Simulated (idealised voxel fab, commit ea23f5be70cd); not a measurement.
The following is a process module called voxel capacitor over wiring.
This is section cut - it's 150 nm across, gridded in 5 nm square cells.
Cross-sections here: square-cell grids, written as top-down lists of bands, a band being one or more rows of cells. Heights first: top, then bottom, in nm. Then materials, left to right, each with a width in nm. "all across" on a single material: fills the band edge to edge. "blank": empty space. Heights from 0 (as-received wafer is one material below). Bottom band endless downward, as "z 0 and below". The notation "30 to 40" denotes a width that varies across the rows of cells in the band, beginning at the first number in the top row, finishing at the second number in the bottom row, and changing by an identical amount from each row to the next. Step marked "remained unchanged"? Then no cell in the cross-section changed in it. Sealed-off cavities: empty space of 8 cells or more with no open way to the top, each as width x height at its distance from the left edge, in nm. That trailing text on a step's line, after the settings, is the simulator's own remark on the step. The setting "overlay nm" may be written on the line of a step. When the step uses a mask, the value reports how far to the right of the planned place the mask lay, and a negative value reports that it lay to the left.
Process steps - plan
1. RECEIVE | material Si
2. CONFORMAL_DEP | material SiO2 | thk nm 10
3. DIRECTIONAL_DEP | material TiN | thk nm 5
4. DIRECTIONAL_DEP | material W | thk nm 15
5. MASKED_ETCH | tone cover | mask id METAL_1 | width nm 30 | pitch nm 90 | etch materials W | depth nm 15 | overlay nm 0
6. MASKED_ETCH | tone cover | mask id METAL_1 | width nm 30 | pitch nm 90 | etch materials TiN | depth nm 5 | overlay nm 0
7. CONFORMAL_DEP | material SiN | thk nm 5
8. FILL_DEP | material SiO2 | thk nm 5
9. CMP | height nm 30
10. CONFORMAL_DEP | material SiCN | thk nm 5
11. DIRECTIONAL_DEP | material SiO2 | thk nm 10
12. MASKED_ETCH | tone open | mask id PLUG_1 | width nm 15 | etch materials SiO2 | depth nm 10 | overlay nm 0
13. MASKED_ETCH | tone open | mask id PLUG_1 | width nm 15 | etch materials SiCN | depth nm 5 | overlay nm 0
14. EPI | material Ru | thk nm 10
15. EPI | material Ru | thk nm 5
16. DIRECTIONAL_DEP | material TiN | thk nm 5
17. DIRECTIONAL_DEP | material Al2O3 | thk nm 5
18. DIRECTIONAL_DEP | material TiN | thk nm 10
19. DIRECTIONAL_DEP | material aC | thk nm 10
20. PATTERN | tone cover | mask id UPPER_PLATE | material resist | width nm 65 | thk nm 30 | overlay nm 0
21. DIRECTIONAL_ETCH | etch materials aC | depth nm 10
22. STRIP | etch materials resist
23. DIRECTIONAL_ETCH | etch materials TiN | depth nm 10
24. DIRECTIONAL_ETCH | etch materials Al2O3 | depth nm 5
25. STRIP | etch materials aC
26. DIRECTIONAL_DEP | material aC | thk nm 10
27. PATTERN | tone cover | mask id LOWER_PLATE | material resist | width nm 75 | thk nm 30 | overlay nm 0
28. DIRECTIONAL_ETCH | etch materials aC | depth nm 10
29. STRIP | etch materials resist
30. DIRECTIONAL_ETCH | etch materials TiN | depth nm 5
31. STRIP | etch materials aC
32. FILL_DEP | material SiO2 | thk nm 20
33. CMP | height nm 80
34. MASKED_ETCH | tone open | mask id PLUG_2 | width nm 15 | etch materials SiO2 | depth nm 15 | overlay nm 0
35. CONFORMAL_DEP | material TiN | thk nm 5
36. FILL_DEP | material W | thk nm 5
37. CMP | height nm 80
38. CONFORMAL_DEP | material SiN | thk nm 5
Account of the first of two wafers, which was processed as intended
Wafer as received: cross-section following step 1
    z 0 and below = Si all across
    Sealed-off cavities: none
Cross-sectional representation of the wafer at the conclusion of step 2
    z 10 to 0 = SiO2 all across
    Below 0 it's all the same as before, nothing changed down there.
Cross-sectional representation of the wafer at the conclusion of step 3
    z 15 to 10 = TiN all across
    Below 10 it's all the same as before, nothing changed down there.
Cross-sectional representation of the wafer at the conclusion of step 4
    z 30 to 15 = W all across
    Below 15 it's all the same as before, nothing changed down there.
Cross-sectional representation of the wafer at the conclusion of step 5
    z 30 to 15 = blank 15 nm; W 30 nm; blank 60 nm; W 30 nm; blank 15 nm
    Below 15 it's all the same as before, nothing changed down there.
Cross-sectional representation of the wafer at the conclusion of step 6
    z 30 to 15 = blank 15 nm; W 30 nm; blank 60 nm; W 30 nm; blank 15 nm
    z 15 to 10 = blank 15 nm; TiN 30 nm; blank 60 nm; TiN 30 nm; blank 15 nm
    Below 10 it's all the same as before, nothing changed down there.
Cross-sectional representation of the wafer at the conclusion of step 7
    z 35 to 30 = blank 10 nm; SiN 40 nm; blank 50 nm; SiN 40 nm; blank 10 nm
    z 30 to 15 = blank 10 nm; SiN 5 nm; W 30 nm; SiN 5 nm; blank 50 nm; SiN 5 nm; W 30 nm; SiN 5 nm; blank 10 nm
    z 15 to 10 = SiN 15 nm; TiN 30 nm; SiN 60 nm; TiN 30 nm; SiN 15 nm
    Below 10 it's all the same as before, nothing changed down there.
Cross-sectional representation of the wafer at the conclusion of step 8
    z 40 to 35 = SiO2 all across
    z 35 to 30 = SiO2 10 nm; SiN 40 nm; SiO2 50 nm; SiN 40 nm; SiO2 10 nm
    z 30 to 15 = SiO2 10 nm; SiN 5 nm; W 30 nm; SiN 5 nm; SiO2 50 nm; SiN 5 nm; W 30 nm; SiN 5 nm; SiO2 10 nm
    Below 15 it's all the same as before, nothing changed down there.
Cross-sectional representation of the wafer at the conclusion of step 9
    z 30 to 15 = SiO2 10 nm; SiN 5 nm; W 30 nm; SiN 5 nm; SiO2 50 nm; SiN 5 nm; W 30 nm; SiN 5 nm; SiO2 10 nm
    Below 15 it's all the same as before, nothing changed down there.
Cross-sectional representation of the wafer at the conclusion of step 10
    z 35 to 30 = SiCN all across
    Below 30 it's all the same as before, nothing changed down there.
Cross-sectional representation of the wafer at the conclusion of step 11
    z 45 to 35 = SiO2 all across
    Below 35 it's all the same as before, nothing changed down there.
Cross-sectional representation of the wafer at the conclusion of step 12
    z 45 to 35 = SiO2 30 nm; blank 15 nm; SiO2 105 nm
    Below 35 it's all the same as before, nothing changed down there.
Cross-sectional representation of the wafer at the conclusion of step 13
    z 45 to 35 = SiO2 30 nm; blank 15 nm; SiO2 105 nm
    z 35 to 30 = SiCN 30 nm; blank 15 nm; SiCN 105 nm
    Below 30 it's all the same as before, nothing changed down there.
Cross-sectional representation of the wafer at the conclusion of step 14
    z 45 to 40 = SiO2 30 nm; blank 15 nm; SiO2 105 nm
    z 40 to 35 = SiO2 30 nm; Ru 15 nm; SiO2 105 nm
    z 35 to 30 = SiCN 30 nm; Ru 15 nm; SiCN 105 nm
    Below 30 it's all the same as before, nothing changed down there.
Cross-sectional representation of the wafer at the conclusion of step 15
    z 45 to 35 = SiO2 30 nm; Ru 15 nm; SiO2 105 nm
    Below 35 it's all the same as before, nothing changed down there.
Cross-sectional representation of the wafer at the conclusion of step 16
    z 50 to 45 = TiN all across
    Below 45 it's all the same as before, nothing changed down there.
Cross-sectional representation of the wafer at the conclusion of step 17
    z 55 to 50 = Al2O3 all across
    Below 50 it's all the same as before, nothing changed down there.
Cross-sectional representation of the wafer at the conclusion of step 18
    z 65 to 55 = TiN all across
    Below 55 it's all the same as before, nothing changed down there.
Cross-sectional representation of the wafer at the conclusion of step 19
    z 75 to 65 = aC all across
    Below 65 it's all the same as before, nothing changed down there.
Cross-sectional representation of the wafer at the conclusion of step 20
    z 105 to 75 = blank 30 nm; resist 65 nm; blank 55 nm
    Below 75 it's all the same as before, nothing changed down there.
Cross-sectional representation of the wafer at the conclusion of step 21
    z 95 to 75 = blank 30 nm; resist 65 nm; blank 55 nm
    z 75 to 65 = blank 30 nm; aC 65 nm; blank 55 nm
    Below 65 it's all the same as before, nothing changed down there.
Cross-sectional representation of the wafer at the conclusion of step 22
    z 75 to 65 = blank 30 nm; aC 65 nm; blank 55 nm
    Below 65 it's all the same as before, nothing changed down there.
Cross-sectional representation of the wafer at the conclusion of step 23
    z 75 to 65 = blank 30 nm; aC 65 nm; blank 55 nm
    z 65 to 55 = blank 30 nm; TiN 65 nm; blank 55 nm
    Below 55 it's all the same as before, nothing changed down there.
Cross-sectional representation of the wafer at the conclusion of step 24
    z 75 to 65 = blank 30 nm; aC 65 nm; blank 55 nm
    z 65 to 55 = blank 30 nm; TiN 65 nm; blank 55 nm
    z 55 to 50 = blank 30 nm; Al2O3 65 nm; blank 55 nm
    Below 50 it's all the same as before, nothing changed down there.
Cross-sectional representation of the wafer at the conclusion of step 25
    z 65 to 55 = blank 30 nm; TiN 65 nm; blank 55 nm
    Below 55 it's all the same as before, nothing changed down there.
Cross-sectional representation of the wafer at the conclusion of step 26
    z 75 to 65 = blank 30 nm; aC 65 nm; blank 55 nm
    z 65 to 60 = blank 30 nm; TiN 65 nm; blank 55 nm
    z 60 to 55 = aC 30 nm; TiN 65 nm; aC 55 nm
    z 55 to 50 = aC 30 nm; Al2O3 65 nm; aC 55 nm
    Below 50 it's all the same as before, nothing changed down there.
Cross-sectional representation of the wafer at the conclusion of step 27
    z 105 to 75 = blank 25 nm; resist 75 nm; blank 50 nm
    z 75 to 65 = blank 25 nm; resist 5 nm; aC 65 nm; resist 5 nm; blank 50 nm
    z 65 to 60 = blank 25 nm; resist 5 nm; TiN 65 nm; resist 5 nm; blank 50 nm
    Below 60 it's all the same as before, nothing changed down there.
Cross-sectional representation of the wafer at the conclusion of step 28
    z 95 to 75 = blank 25 nm; resist 75 nm; blank 50 nm
    z 75 to 65 = blank 25 nm; resist 5 nm; aC 65 nm; resist 5 nm; blank 50 nm
    z 65 to 60 = blank 25 nm; resist 5 nm; TiN 65 nm; resist 5 nm; blank 50 nm
    z 60 to 55 = blank 25 nm; aC 5 nm; TiN 65 nm; aC 5 nm; blank 50 nm
    z 55 to 50 = blank 25 nm; aC 5 nm; Al2O3 65 nm; aC 5 nm; blank 50 nm
    Below 50 it's all the same as before, nothing changed down there.
Cross-sectional representation of the wafer at the conclusion of step 29
    z 75 to 65 = blank 30 nm; aC 65 nm; blank 55 nm
    z 65 to 60 = blank 30 nm; TiN 65 nm; blank 55 nm
    Below 60 it's all the same as before, nothing changed down there.
Cross-sectional representation of the wafer at the conclusion of step 30
    z 75 to 65 = blank 30 nm; aC 65 nm; blank 55 nm
    z 65 to 60 = blank 30 nm; TiN 65 nm; blank 55 nm
    z 60 to 55 = blank 25 nm; aC 5 nm; TiN 65 nm; aC 5 nm; blank 50 nm
    z 55 to 50 = blank 25 nm; aC 5 nm; Al2O3 65 nm; aC 5 nm; blank 50 nm
    z 50 to 45 = blank 25 nm; TiN 75 nm; blank 50 nm
    Below 45 it's all the same as before, nothing changed down there.
Cross-sectional representation of the wafer at the conclusion of step 31
    z 65 to 55 = blank 30 nm; TiN 65 nm; blank 55 nm
    z 55 to 50 = blank 30 nm; Al2O3 65 nm; blank 55 nm
    Below 50 it's all the same as before, nothing changed down there.
Cross-sectional representation of the wafer at the conclusion of step 32
    z 85 to 65 = SiO2 all across
    z 65 to 55 = SiO2 30 nm; TiN 65 nm; SiO2 55 nm
    z 55 to 50 = SiO2 30 nm; Al2O3 65 nm; SiO2 55 nm
    z 50 to 45 = SiO2 25 nm; TiN 75 nm; SiO2 50 nm
    Below 45 it's all the same as before, nothing changed down there.
Cross-sectional representation of the wafer at the conclusion of step 33
    z 80 to 65 = SiO2 all across
    Below 65 it's all the same as before, nothing changed down there.
Cross-sectional representation of the wafer at the conclusion of step 34
    z 80 to 65 = SiO2 40 nm; blank 15 nm; SiO2 95 nm
    Below 65 it's all the same as before, nothing changed down there.
Cross-sectional representation of the wafer at the conclusion of step 35
    z 85 to 80 = TiN 45 nm; blank 5 nm; TiN 100 nm
    z 80 to 70 = SiO2 40 nm; TiN 5 nm; blank 5 nm; TiN 5 nm; SiO2 95 nm
    z 70 to 65 = SiO2 40 nm; TiN 15 nm; SiO2 95 nm
    Below 65 it's all the same as before, nothing changed down there.
Cross-sectional representation of the wafer at the conclusion of step 36
    z 90 to 85 = W all across
    z 85 to 80 = TiN 45 nm; W 5 nm; TiN 100 nm
    z 80 to 70 = SiO2 40 nm; TiN 5 nm; W 5 nm; TiN 5 nm; SiO2 95 nm
    Below 70 it's all the same as before, nothing changed down there.
Cross-sectional representation of the wafer at the conclusion of step 37
    z 80 to 70 = SiO2 40 nm; TiN 5 nm; W 5 nm; TiN 5 nm; SiO2 95 nm
    Below 70 it's all the same as before, nothing changed down there.
Cross-sectional representation of the wafer at the conclusion of step 38
    z 85 to 80 = SiN all across
    Below 80 it's all the same as before, nothing changed down there.
Second wafer: same start and same plan as the first, one execution error; identical to the first through step 1
Second wafer, section view, time point: scheduled end of step 2: remained unchanged
Second wafer, section view, time point: scheduled end of step 3
    z 5 to 0 = TiN all across
    Below 0 it's all the same as before, nothing changed down there.
Second wafer, section view, time point: scheduled end of step 4
    z 20 to 5 = W all across
    Below 5 it's all the same as before, nothing changed down there.
Second wafer, section view, time point: scheduled end of step 5
    z 20 to 5 = blank 15 nm; W 30 nm; blank 60 nm; W 30 nm; blank 15 nm
    Below 5 it's all the same as before, nothing changed down there.
Second wafer, section view, time point: scheduled end of step 6
    z 20 to 5 = blank 15 nm; W 30 nm; blank 60 nm; W 30 nm; blank 15 nm
    z 5 to 0 = blank 15 nm; TiN 30 nm; blank 60 nm; TiN 30 nm; blank 15 nm
    Below 0 it's all the same as before, nothing changed down there.
Second wafer, section view, time point: scheduled end of step 7
    z 25 to 20 = blank 10 nm; SiN 40 nm; blank 50 nm; SiN 40 nm; blank 10 nm
    z 20 to 5 = blank 10 nm; SiN 5 nm; W 30 nm; SiN 5 nm; blank 50 nm; SiN 5 nm; W 30 nm; SiN 5 nm; blank 10 nm
    z 5 to 0 = SiN 15 nm; TiN 30 nm; SiN 60 nm; TiN 30 nm; SiN 15 nm
    Below 0 it's all the same as before, nothing changed down there.
Second wafer, section view, time point: scheduled end of step 8
    z 30 to 25 = SiO2 all across
    z 25 to 20 = SiO2 10 nm; SiN 40 nm; SiO2 50 nm; SiN 40 nm; SiO2 10 nm
    z 20 to 5 = SiO2 10 nm; SiN 5 nm; W 30 nm; SiN 5 nm; SiO2 50 nm; SiN 5 nm; W 30 nm; SiN 5 nm; SiO2 10 nm
    Below 5 it's all the same as before, nothing changed down there.
Second wafer, section view, time point: scheduled end of step 9: remained unchanged
Second wafer, section view, time point: scheduled end of step 10
    z 35 to 30 = SiCN all across
    Below 30 it's all the same as before, nothing changed down there.
Second wafer, section view, time point: scheduled end of step 11
    z 45 to 35 = SiO2 all across
    Below 35 it's all the same as before, nothing changed down there.
Second wafer, section view, time point: scheduled end of step 12
    z 45 to 35 = SiO2 30 nm; blank 15 nm; SiO2 105 nm
    Below 35 it's all the same as before, nothing changed down there.
Second wafer, section view, time point: scheduled end of step 13
    z 45 to 35 = SiO2 30 nm; blank 15 nm; SiO2 105 nm
    z 35 to 30 = SiCN 30 nm; blank 15 nm; SiCN 105 nm
    Below 30 it's all the same as before, nothing changed down there.
Second wafer, section view, time point: scheduled end of step 14: remained unchanged
Second wafer, section view, time point: scheduled end of step 15: remained unchanged
Second wafer, section view, time point: scheduled end of step 16
    z 50 to 45 = TiN 30 nm; blank 15 nm; TiN 105 nm
    z 45 to 35 = SiO2 30 nm; blank 15 nm; SiO2 105 nm
    z 35 to 30 = SiCN 30 nm; TiN 15 nm; SiCN 105 nm
    Below 30 it's all the same as before, nothing changed down there.
Second wafer, section view, time point: scheduled end of step 17
    z 55 to 50 = Al2O3 30 nm; blank 15 nm; Al2O3 105 nm
    z 50 to 45 = TiN 30 nm; blank 15 nm; TiN 105 nm
    z 45 to 40 = SiO2 30 nm; blank 15 nm; SiO2 105 nm
    z 40 to 35 = SiO2 30 nm; Al2O3 15 nm; SiO2 105 nm
    Below 35 it's all the same as before, nothing changed down there.
Second wafer, section view, time point: scheduled end of step 18
    z 65 to 55 = TiN 30 nm; blank 15 nm; TiN 105 nm
    z 55 to 50 = Al2O3 30 nm; blank 15 nm; Al2O3 105 nm
    z 50 to 45 = TiN all across
    z 45 to 40 = SiO2 30 nm; TiN 15 nm; SiO2 105 nm
    Below 40 it's all the same as before, nothing changed down there.
Second wafer, section view, time point: scheduled end of step 19
    z 75 to 65 = aC 30 nm; blank 15 nm; aC 105 nm
    z 65 to 60 = TiN 30 nm; blank 15 nm; TiN 105 nm
    z 60 to 55 = TiN 30 nm; aC 15 nm; TiN 105 nm
    z 55 to 50 = Al2O3 30 nm; aC 15 nm; Al2O3 105 nm
    Below 50 it's all the same as before, nothing changed down there.
Second wafer, section view, time point: scheduled end of step 20
    z 105 to 75 = blank 30 nm; resist 65 nm; blank 55 nm
    z 75 to 65 = aC 30 nm; resist 15 nm; aC 105 nm
    z 65 to 60 = TiN 30 nm; resist 15 nm; TiN 105 nm
    Below 60 it's all the same as before, nothing changed down there.
Second wafer, section view, time point: scheduled end of step 21
    z 95 to 75 = blank 30 nm; resist 65 nm; blank 55 nm
    z 75 to 65 = blank 30 nm; resist 15 nm; aC 50 nm; blank 55 nm
    Below 65 it's all the same as before, nothing changed down there.
Second wafer, section view, time point: scheduled end of step 22
    z 75 to 65 = blank 45 nm; aC 50 nm; blank 55 nm
    z 65 to 60 = TiN 30 nm; blank 15 nm; TiN 105 nm
    Below 60 it's all the same as before, nothing changed down there.
Second wafer, section view, time point: scheduled end of step 23
    z 75 to 65 = blank 45 nm; aC 50 nm; blank 55 nm
    z 65 to 60 = blank 45 nm; TiN 50 nm; blank 55 nm
    z 60 to 55 = blank 30 nm; aC 15 nm; TiN 50 nm; blank 55 nm
    Below 55 it's all the same as before, nothing changed down there.
Second wafer, section view, time point: scheduled end of step 24
    z 75 to 65 = blank 45 nm; aC 50 nm; blank 55 nm
    z 65 to 60 = blank 45 nm; TiN 50 nm; blank 55 nm
    z 60 to 55 = blank 30 nm; aC 15 nm; TiN 50 nm; blank 55 nm
    z 55 to 50 = blank 30 nm; aC 15 nm; Al2O3 50 nm; blank 55 nm
    Below 50 it's all the same as before, nothing changed down there.
Second wafer, section view, time point: scheduled end of step 25
    z 65 to 55 = blank 45 nm; TiN 50 nm; blank 55 nm
    z 55 to 50 = blank 45 nm; Al2O3 50 nm; blank 55 nm
    Below 50 it's all the same as before, nothing changed down there.
Second wafer, section view, time point: scheduled end of step 26
    z 75 to 65 = blank 45 nm; aC 50 nm; blank 55 nm
    z 65 to 60 = blank 45 nm; TiN 50 nm; blank 55 nm
    z 60 to 55 = aC 45 nm; TiN 50 nm; aC 55 nm
    z 55 to 50 = aC 45 nm; Al2O3 50 nm; aC 55 nm
    Below 50 it's all the same as before, nothing changed down there.
Second wafer, section view, time point: scheduled end of step 27
    z 105 to 75 = blank 25 nm; resist 75 nm; blank 50 nm
    z 75 to 65 = blank 25 nm; resist 20 nm; aC 50 nm; resist 5 nm; blank 50 nm
    z 65 to 60 = blank 25 nm; resist 20 nm; TiN 50 nm; resist 5 nm; blank 50 nm
    Below 60 it's all the same as before, nothing changed down there.
Second wafer, section view, time point: scheduled end of step 28
    z 95 to 75 = blank 25 nm; resist 75 nm; blank 50 nm
    z 75 to 65 = blank 25 nm; resist 20 nm; aC 50 nm; resist 5 nm; blank 50 nm
    z 65 to 60 = blank 25 nm; resist 20 nm; TiN 50 nm; resist 5 nm; blank 50 nm
    z 60 to 55 = blank 25 nm; aC 20 nm; TiN 50 nm; aC 5 nm; blank 50 nm
    z 55 to 50 = blank 25 nm; aC 20 nm; Al2O3 50 nm; aC 5 nm; blank 50 nm
    Below 50 it's all the same as before, nothing changed down there.
Second wafer, section view, time point: scheduled end of step 29
    z 75 to 65 = blank 45 nm; aC 50 nm; blank 55 nm
    z 65 to 60 = blank 45 nm; TiN 50 nm; blank 55 nm
    Below 60 it's all the same as before, nothing changed down there.
Second wafer, section view, time point: scheduled end of step 30
    z 75 to 65 = blank 45 nm; aC 50 nm; blank 55 nm
    z 65 to 60 = blank 45 nm; TiN 50 nm; blank 55 nm
    z 60 to 55 = blank 25 nm; aC 20 nm; TiN 50 nm; aC 5 nm; blank 50 nm
    z 55 to 50 = blank 25 nm; aC 20 nm; Al2O3 50 nm; aC 5 nm; blank 50 nm
    z 50 to 45 = blank 25 nm; TiN 75 nm; blank 50 nm
    Below 45 it's all the same as before, nothing changed down there.
Second wafer, section view, time point: scheduled end of step 31
    z 65 to 55 = blank 45 nm; TiN 50 nm; blank 55 nm
    z 55 to 50 = blank 45 nm; Al2O3 50 nm; blank 55 nm
    Below 50 it's all the same as before, nothing changed down there.
Second wafer, section view, time point: scheduled end of step 32
    z 85 to 65 = SiO2 all across
    z 65 to 55 = SiO2 45 nm; TiN 50 nm; SiO2 55 nm
    z 55 to 50 = SiO2 45 nm; Al2O3 50 nm; SiO2 55 nm
    z 50 to 40 = SiO2 25 to 30 nm; TiN 75 to 15 nm; SiO2 50 to 105 nm
    Below 40 it's all the same as before, nothing changed down there.
Second wafer, section view, time point: scheduled end of step 33
    z 80 to 65 = SiO2 all across
    Below 65 it's all the same as before, nothing changed down there.
Second wafer, section view, time point: scheduled end of step 34
    z 80 to 65 = SiO2 40 nm; blank 15 nm; SiO2 95 nm
    Below 65 it's all the same as before, nothing changed down there.
Second wafer, section view, time point: scheduled end of step 35
    z 85 to 80 = TiN 45 nm; blank 5 nm; TiN 100 nm
    z 80 to 70 = SiO2 40 nm; TiN 5 nm; blank 5 nm; TiN 5 nm; SiO2 95 nm
    z 70 to 65 = SiO2 40 nm; TiN 15 nm; SiO2 95 nm
    Below 65 it's all the same as before, nothing changed down there.
Second wafer, section view, time point: scheduled end of step 36
    z 90 to 85 = W all across
    z 85 to 80 = TiN 45 nm; W 5 nm; TiN 100 nm
    z 80 to 70 = SiO2 40 nm; TiN 5 nm; W 5 nm; TiN 5 nm; SiO2 95 nm
    Below 70 it's all the same as before, nothing changed down there.
Second wafer, section view, time point: scheduled end of step 37
    z 80 to 70 = SiO2 40 nm; TiN 5 nm; W 5 nm; TiN 5 nm; SiO2 95 nm
    Below 70 it's all the same as before, nothing changed down there.
Second wafer, section view, time point: scheduled end of step 38
    z 85 to 80 = SiN all across
    Below 80 it's all the same as before, nothing changed down there.
Run error: it should be noted that step 2 of the plan was omitted and was not performed
at the end the second wafer has, in cells: Ru: 9 fewer; SiN: 16 more; SiO2: 7 fewer
